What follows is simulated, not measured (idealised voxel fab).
voxel trench capacitor: a process module
The width of the displayed cross-section, cut, is 205 nm; its cells are square, with a size of 5 nm.
Cross-sections here: square-cell grids, written as top-down lists of bands, a band being one or more rows of cells.
Band: top height; bottom height; in nm. Then, left to right: material with width in nm, for each material. "full width": a single material spanning edge to edge. "blank": empty space.
Height 0 is the level under which the wafer as received is all one material. The lowest band goes on downwards, as in "0 nm and below".
Graded width ("30->40"): value in top row of band = first number; value in bottom row = second number; row-to-row change constant.
Take "all unchanged" at face value: in the step it is given for, the cross-section changed in none of its cells.
Enclosed voids (no open way to top), threshold 8 cells or more, entry "Closed empty spaces", notation width x height at distance, distance from left edge, nm.
Where a step's line continues beyond its settings, the continuation is a remark by the simulator itself on that step.
overlay nm: on a step with a mask, how far right of its planned place the mask lay; negative means left.
From here on the document is pairs. In a pair, the cross-section before one process step comes with the cross-section after it, and the latter goes no deeper than the lowest band that changed. What lies in between, the step and its settings, is written under the pair. A pair may be from a different run of this module on the same starting wafer than the pair above it, so it continues from that pair only where its entry headed "Prior to step" says so.

Prior to step
* 0 nm and below: Si full width
* Closed empty spaces: none

Cross-Section Thereafter
* 10 nm to 0 nm: SiN full width
* All layers under 0 are left as they were.
* Closed empty spaces: none
Step applied between the pre-step and post-step cross-sections shown above: CONFORMAL_DEP | material SiN | thk nm 10

Prior to step: look at the pair above, its after cross-section is where this step starts.

Cross-Section Thereafter
* 10 nm to 0 nm: SiN=65  blank=25  SiN=20  blank=25  SiN=70
* All layers under 0 are left as they were.
* Closed empty spaces: none
Step applied between the pre-step and post-step cross-sections shown above: MASKED_ETCH | tone open | mask id TRENCH | width nm 25 | pitch nm 45 | etch materials SiN | depth nm 10 | overlay nm 0

Prior to step: look at the pair above, its after cross-section is where this step starts.

Cross-Section Thereafter
* 10 nm to 0 nm: SiN=65  blank=25  SiN=20  blank=25  SiN=70
* 0 nm to -25 nm: Si=65  blank=25  Si=20  blank=25  Si=70
* All layers under -25 are left as they were.
* Closed empty spaces: none
Step applied between the pre-step and post-step cross-sections shown above: MASKED_ETCH | tone open | mask id TRENCH | width nm 25 | pitch nm 45 | etch materials Si | depth nm 25 | overlay nm 0

Prior to step: look at the pair above, its after cross-section is where this step starts.

Cross-Section Thereafter
* 15 nm to 10 nm: Al2O3=70  blank=15  Al2O3=30  blank=15  Al2O3=75
* 10 nm to 0 nm: SiN=65  Al2O3=5  blank=15  Al2O3=5  SiN=20  Al2O3=5  blank=15  Al2O3=5  SiN=70
* 0 nm to -20 nm: Si=65  Al2O3=5  blank=15  Al2O3=5  Si=20  Al2O3=5  blank=15  Al2O3=5  Si=70
* -20 nm to -25 nm: Si=65  Al2O3=25  Si=20  Al2O3=25  Si=70
* All layers under -25 are left as they were.
* Closed empty spaces: none
Step applied between the pre-step and post-step cross-sections shown above: CONFORMAL_DEP | material Al2O3 | thk nm 5

Prior to step: look at the pair above, its after cross-section is where this step starts.

Cross-Section Thereafter
* 20 nm to 15 nm: polySi full width
* 15 nm to 10 nm: Al2O3=70  polySi=15  Al2O3=30  polySi=15  Al2O3=75
* 10 nm to 0 nm: SiN=65  Al2O3=5  polySi=15  Al2O3=5  SiN=20  Al2O3=5  polySi=15  Al2O3=5  SiN=70
* 0 nm to -20 nm: Si=65  Al2O3=5  polySi=15  Al2O3=5  Si=20  Al2O3=5  polySi=15  Al2O3=5  Si=70
* All layers under -20 are left as they were.
* Closed empty spaces: none
Step applied between the pre-step and post-step cross-sections shown above: FILL_DEP | material polySi | thk nm 5

Prior to step: look at the pair above, its after cross-section is where this step starts.

Cross-Section Thereafter
* 10 nm to 0 nm: SiN=65  Al2O3=5  polySi=15  Al2O3=5  SiN=20  Al2O3=5  polySi=15  Al2O3=5  SiN=70
* All layers under 0 are left as they were.
* Closed empty spaces: none
Step applied between the pre-step and post-step cross-sections shown above: CMP | height nm 10

Prior to step
* 0 nm and below: Si full width
* Closed empty spaces: none

Cross-Section Thereafter
* 0 nm to -25 nm: Si=65  blank=25  Si=20  blank=25  Si=70
* All layers under -25 are left as they were.
* Closed empty spaces: none
Step applied between the pre-step and post-step cross-sections shown above: MASKED_ETCH | tone open | mask id TRENCH | width nm 25 | pitch nm 45 | etch materials Si | depth nm 25 | overlay nm 0

Prior to step: look at the pair above, its after cross-section is where this step starts.

Cross-Section Thereafter
* 5 nm to 0 nm: Al2O3=70  blank=15  Al2O3=30  blank=15  Al2O3=75
* 0 nm to -20 nm: Si=65  Al2O3=5  blank=15  Al2O3=5  Si=20  Al2O3=5  blank=15  Al2O3=5  Si=70
* -20 nm to -25 nm: Si=65  Al2O3=25  Si=20  Al2O3=25  Si=70
* All layers under -25 are left as they were.
* Closed empty spaces: none
Step applied between the pre-step and post-step cross-sections shown above: CONFORMAL_DEP | material Al2O3 | thk nm 5

Prior to step: look at the pair above, its after cross-section is where this step starts.

Cross-Section Thereafter
* 10 nm to 5 nm: polySi full width
* 5 nm to 0 nm: Al2O3=70  polySi=15  Al2O3=30  polySi=15  Al2O3=75
* 0 nm to -20 nm: Si=65  Al2O3=5  polySi=15  Al2O3=5  Si=20  Al2O3=5  polySi=15  Al2O3=5  Si=70
* All layers under -20 are left as they were.
* Closed empty spaces: none
Step applied between the pre-step and post-step cross-sections shown above: FILL_DEP | material polySi | thk nm 5

Prior to step
* 10 nm to 0 nm: SiN=65  blank=25  SiN=20  blank=25  SiN=70
* 0 nm to -25 nm: Si=65  blank=25  Si=20  blank=25  Si=70
* -25 nm and below: Si full width
* Closed empty spaces: none

Cross-Section Thereafter
* 10 nm to 0 nm: SiN=65  blank=25  SiN=20  blank=25  SiN=70
* 0 nm to -50 nm: Si=65  blank=25  Si=20  blank=25  Si=70
* All layers under -50 are left as they were.
* Closed empty spaces: none
Step applied between the pre-step and post-step cross-sections shown above: MASKED_ETCH | tone open | mask id TRENCH | width nm 25 | pitch nm 45 | etch materials Si | depth nm 25 | overlay nm 0

Prior to step: look at the pair above, its after cross-section is where this step starts.

Cross-Section Thereafter
* 15 nm to 10 nm: Al2O3=70  blank=15  Al2O3=30  blank=15  Al2O3=75
* 10 nm to 0 nm: SiN=65  Al2O3=5  blank=15  Al2O3=5  SiN=20  Al2O3=5  blank=15  Al2O3=5  SiN=70
* 0 nm to -45 nm: Si=65  Al2O3=5  blank=15  Al2O3=5  Si=20  Al2O3=5  blank=15  Al2O3=5  Si=70
* -45 nm to -50 nm: Si=65  Al2O3=25  Si=20  Al2O3=25  Si=70
* All layers under -50 are left as they were.
* Closed empty spaces: none
Step applied between the pre-step and post-step cross-sections shown above: CONFORMAL_DEP | material Al2O3 | thk nm 5

Prior to step: look at the pair above, its after cross-section is where this step starts.

Cross-Section Thereafter
* 20 nm to 15 nm: polySi full width
* 15 nm to 10 nm: Al2O3=70  polySi=15  Al2O3=30  polySi=15  Al2O3=75
* 10 nm to 0 nm: SiN=65  Al2O3=5  polySi=15  Al2O3=5  SiN=20  Al2O3=5  polySi=15  Al2O3=5  SiN=70
* 0 nm to -45 nm: Si=65  Al2O3=5  polySi=15  Al2O3=5  Si=20  Al2O3=5  polySi=15  Al2O3=5  Si=70
* All layers under -45 are left as they were.
* Closed empty spaces: none
Step applied between the pre-step and post-step cross-sections shown above: FILL_DEP | material polySi | thk nm 5

Prior to step: look at the pair above, its after cross-section is where this step starts.

Cross-Section Thereafter
* 10 nm to 0 nm: SiN=65  Al2O3=5  polySi=15  Al2O3=5  SiN=20  Al2O3=5  polySi=15  Al2O3=5  SiN=70
* All layers under 0 are left as they were.
* Closed empty spaces: none
Step applied between the pre-step and post-step cross-sections shown above: CMP | height nm 10

Prior to step
* 20 nm to 15 nm: polySi full width
* 15 nm to 10 nm: Al2O3=70  polySi=15  Al2O3=30  polySi=15  Al2O3=75
* 10 nm to 0 nm: SiN=65  Al2O3=5  polySi=15  Al2O3=5  SiN=20  Al2O3=5  polySi=15  Al2O3=5  SiN=70
* 0 nm to -20 nm: Si=65  Al2O3=5  polySi=15  Al2O3=5  Si=20  Al2O3=5  polySi=15  Al2O3=5  Si=70
* -20 nm to -25 nm: Si=65  Al2O3=25  Si=20  Al2O3=25  Si=70
* -25 nm and below: Si full width
* Closed empty spaces: none

Cross-Section Thereafter
* 15 nm to 10 nm: Al2O3=70  polySi=15  Al2O3=30  polySi=15  Al2O3=75
* All layers under 10 are left as they were.
* Closed empty spaces: none
Step applied between the pre-step and post-step cross-sections shown above: CMP | height nm 15

Prior to step
* 10 nm to 0 nm: SiN full width
* 0 nm and below: Si full width
* Closed empty spaces: none

Cross-Section Thereafter
* 10 nm to 0 nm: SiN=65  blank=30  SiN=15  blank=30  SiN=65
* All layers under 0 are left as they were.
* Closed empty spaces: none
Step applied between the pre-step and post-step cross-sections shown above: MASKED_ETCH | tone open | mask id TRENCH | width nm 30 | pitch nm 45 | etch materials SiN | depth nm 10 | overlay nm 0

Prior to step: look at the pair above, its after cross-section is where this step starts.

Cross-Section Thereafter
* 10 nm to 0 nm: SiN=65  blank=30  SiN=15  blank=30  SiN=65
* 0 nm to -25 nm: Si=65  blank=25  Si=20  blank=25  Si=70
* All layers under -25 are left as they were.
* Closed empty spaces: none
Step applied between the pre-step and post-step cross-sections shown above: MASKED_ETCH | tone open | mask id TRENCH | width nm 25 | pitch nm 45 | etch materials Si | depth nm 25 | overlay nm 0

Prior to step: look at the pair above, its after cross-section is where this step starts.

Cross-Section Thereafter
* 15 nm to 10 nm: Al2O3=70  blank=20  Al2O3=25  blank=20  Al2O3=70
* 10 nm to 0 nm: SiN=65  Al2O3=5  blank=20->15  Al2O3=5->10  SiN=15  Al2O3=5  blank=20->15  Al2O3=5->10  SiN=65
* 0 nm to -20 nm: Si=65  Al2O3=5  blank=15  Al2O3=5  Si=20  Al2O3=5  blank=15  Al2O3=5  Si=70
* -20 nm to -25 nm: Si=65  Al2O3=25  Si=20  Al2O3=25  Si=70
* All layers under -25 are left as they were.
* Closed empty spaces: none
Step applied between the pre-step and post-step cross-sections shown above: CONFORMAL_DEP | material Al2O3 | thk nm 5

Prior to step: look at the pair above, its after cross-section is where this step starts.

Cross-Section Thereafter
* 20 nm to 15 nm: polySi full width
* 15 nm to 10 nm: Al2O3=70  polySi=20  Al2O3=25  polySi=20  Al2O3=70
* 10 nm to 0 nm: SiN=65  Al2O3=5  polySi=20->15  Al2O3=5->10  SiN=15  Al2O3=5  polySi=20->15  Al2O3=5->10  SiN=65
* 0 nm to -20 nm: Si=65  Al2O3=5  polySi=15  Al2O3=5  Si=20  Al2O3=5  polySi=15  Al2O3=5  Si=70
* All layers under -20 are left as they were.
* Closed empty spaces: none
Step applied between the pre-step and post-step cross-sections shown above: FILL_DEP | material polySi | thk nm 5

Prior to step: look at the pair above, its after cross-section is where this step starts.

Cross-Section Thereafter
* 10 nm to 0 nm: SiN=65  Al2O3=5  polySi=20->15  Al2O3=5->10  SiN=15  Al2O3=5  polySi=20->15  Al2O3=5->10  SiN=65
* All layers under 0 are left as they were.
* Closed empty spaces: none
Step applied between the pre-step and post-step cross-sections shown above: CMP | height nm 10

Prior to step
* 10 nm to 0 nm: SiN full width
* 0 nm and below: Si full width
* Closed empty spaces: none

Cross-Section Thereafter
* 10 nm to 0 nm: SiN=60  blank=25  SiN=20  blank=25  SiN=75
* All layers under 0 are left as they were.
* Closed empty spaces: none
Step applied between the pre-step and post-step cross-sections shown above: MASKED_ETCH | tone open | mask id TRENCH | width nm 25 | pitch nm 45 | etch materials SiN | depth nm 10 | overlay nm -5

Prior to step: look at the pair above, its after cross-section is where this step starts.

Cross-Section Thereafter
* 10 nm to 0 nm: SiN=60  blank=25  SiN=20  blank=25  SiN=75
* 0 nm to -25 nm: Si=65  blank=20  Si=25  blank=20  Si=75
* All layers under -25 are left as they were.
* Closed empty spaces: none
Step applied between the pre-step and post-step cross-sections shown above: MASKED_ETCH | tone open | mask id TRENCH | width nm 25 | pitch nm 45 | etch materials Si | depth nm 25 | overlay nm 0

Prior to step: look at the pair above, its after cross-section is where this step starts.

Cross-Section Thereafter
* 15 nm to 10 nm: Al2O3=65  blank=15  Al2O3=30  blank=15  Al2O3=80
* 10 nm to 0 nm: SiN=60  Al2O3=5->10  blank=15->10  Al2O3=5  SiN=20  Al2O3=5->10  blank=15->10  Al2O3=5  SiN=75
* 0 nm to -20 nm: Si=65  Al2O3=5  blank=10  Al2O3=5  Si=25  Al2O3=5  blank=10  Al2O3=5  Si=75
* -20 nm to -25 nm: Si=65  Al2O3=20  Si=25  Al2O3=20  Si=75
* All layers under -25 are left as they were.
* Closed empty spaces: none
Step applied between the pre-step and post-step cross-sections shown above: CONFORMAL_DEP | material Al2O3 | thk nm 5

Prior to step: look at the pair above, its after cross-section is where this step starts.

Cross-Section Thereafter
* 20 nm to 15 nm: polySi full width
* 15 nm to 10 nm: Al2O3=65  polySi=15  Al2O3=30  polySi=15  Al2O3=80
* 10 nm to 0 nm: SiN=60  Al2O3=5->10  polySi=15->10  Al2O3=5  SiN=20  Al2O3=5->10  polySi=15->10  Al2O3=5  SiN=75
* 0 nm to -20 nm: Si=65  Al2O3=5  polySi=10  Al2O3=5  Si=25  Al2O3=5  polySi=10  Al2O3=5  Si=75
* All layers under -20 are left as they were.
* Closed empty spaces: none
Step applied between the pre-step and post-step cross-sections shown above: FILL_DEP | material polySi | thk nm 5

Prior to step: look at the pair above, its after cross-section is where this step starts.

Cross-Section Thereafter
* 10 nm to 0 nm: SiN=60  Al2O3=5->10  polySi=15->10  Al2O3=5  SiN=20  Al2O3=5->10  polySi=15->10  Al2O3=5  SiN=75
* All layers under 0 are left as they were.
* Closed empty spaces: none
Step applied between the pre-step and post-step cross-sections shown above: CMP | height nm 10

Prior to step
* 10 nm to 0 nm: SiN=65  blank=25  SiN=20  blank=25  SiN=70
* 0 nm to -25 nm: Si=65  blank=25  Si=20  blank=25  Si=70
* -25 nm and below: Si full width
* Closed empty spaces: none

Cross-Section Thereafter
* 15 nm to 0 nm: SiN=70  blank=15  SiN=30  blank=15  SiN=75
* 0 nm to -20 nm: Si=65  SiN=5  blank=15  SiN=5  Si=20  SiN=5  blank=15  SiN=5  Si=70
* -20 nm to -25 nm: Si=65  SiN=25  Si=20  SiN=25  Si=70
* All layers under -25 are left as they were.
* Closed empty spaces: none
Step applied between the pre-step and post-step cross-sections shown above: CONFORMAL_DEP | material SiN | thk nm 5

Prior to step: look at the pair above, its after cross-section is where this step starts.

Cross-Section Thereafter
* 20 nm to 15 nm: polySi full width
* 15 nm to 0 nm: SiN=70  polySi=15  SiN=30  polySi=15  SiN=75
* 0 nm to -20 nm: Si=65  SiN=5  polySi=15  SiN=5  Si=20  SiN=5  polySi=15  SiN=5  Si=70
* All layers under -20 are left as they were.
* Closed empty spaces: none
Step applied between the pre-step and post-step cross-sections shown above: FILL_DEP | material polySi | thk nm 5

Prior to step: look at the pair above, its after cross-section is where this step starts.

Cross-Section Thereafter
* 10 nm to 0 nm: SiN=70  polySi=15  SiN=30  polySi=15  SiN=75
* All layers under 0 are left as they were.
* Closed empty spaces: none
Step applied between the pre-step and post-step cross-sections shown above: CMP | height nm 10

Prior to step
* 10 nm to 0 nm: SiN full width
* 0 nm and below: Si full width
* Closed empty spaces: none

Cross-Section Thereafter
* 10 nm to 0 nm: blank=65  SiN=25  blank=20  SiN=25  blank=70
* All layers under 0 are left as they were.
* Closed empty spaces: none
Step applied between the pre-step and post-step cross-sections shown above: MASKED_ETCH | tone cover | mask id TRENCH | width nm 25 | pitch nm 45 | etch materials SiN | depth nm 10 | overlay nm 0

Prior to step: look at the pair above, its after cross-section is where this step starts.

Cross-Section Thereafter
* 15 nm to 10 nm: blank=60  Al2O3=35  blank=10  Al2O3=35  blank=65
* 10 nm to 5 nm: blank=60  Al2O3=5  SiN=25  Al2O3=5  blank=10  Al2O3=5  SiN=25  Al2O3=5  blank=65
* 5 nm to 0 nm: Al2O3=65  SiN=25  Al2O3=20  SiN=25  Al2O3=70
* All layers under 0 are left as they were.
* Closed empty spaces: none
Step applied between the pre-step and post-step cross-sections shown above: CONFORMAL_DEP | material Al2O3 | thk nm 5

Prior to step: look at the pair above, its after cross-section is where this step starts.

Cross-Section Thereafter
* 20 nm to 15 nm: polySi full width
* 15 nm to 10 nm: polySi=60  Al2O3=35  polySi=10  Al2O3=35  polySi=65
* 10 nm to 5 nm: polySi=60  Al2O3=5  SiN=25  Al2O3=5  polySi=10  Al2O3=5  SiN=25  Al2O3=5  polySi=65
* All layers under 5 are left as they were.
* Closed empty spaces: none
Step applied between the pre-step and post-step cross-sections shown above: FILL_DEP | material polySi | thk nm 5

Prior to step: look at the pair above, its after cross-section is where this step starts.

Cross-Section Thereafter
* 10 nm to 5 nm: polySi=60  Al2O3=5  SiN=25  Al2O3=5  polySi=10  Al2O3=5  SiN=25  Al2O3=5  polySi=65
* All layers under 5 are left as they were.
* Closed empty spaces: none
Step applied between the pre-step and post-step cross-sections shown above: CMP | height nm 10
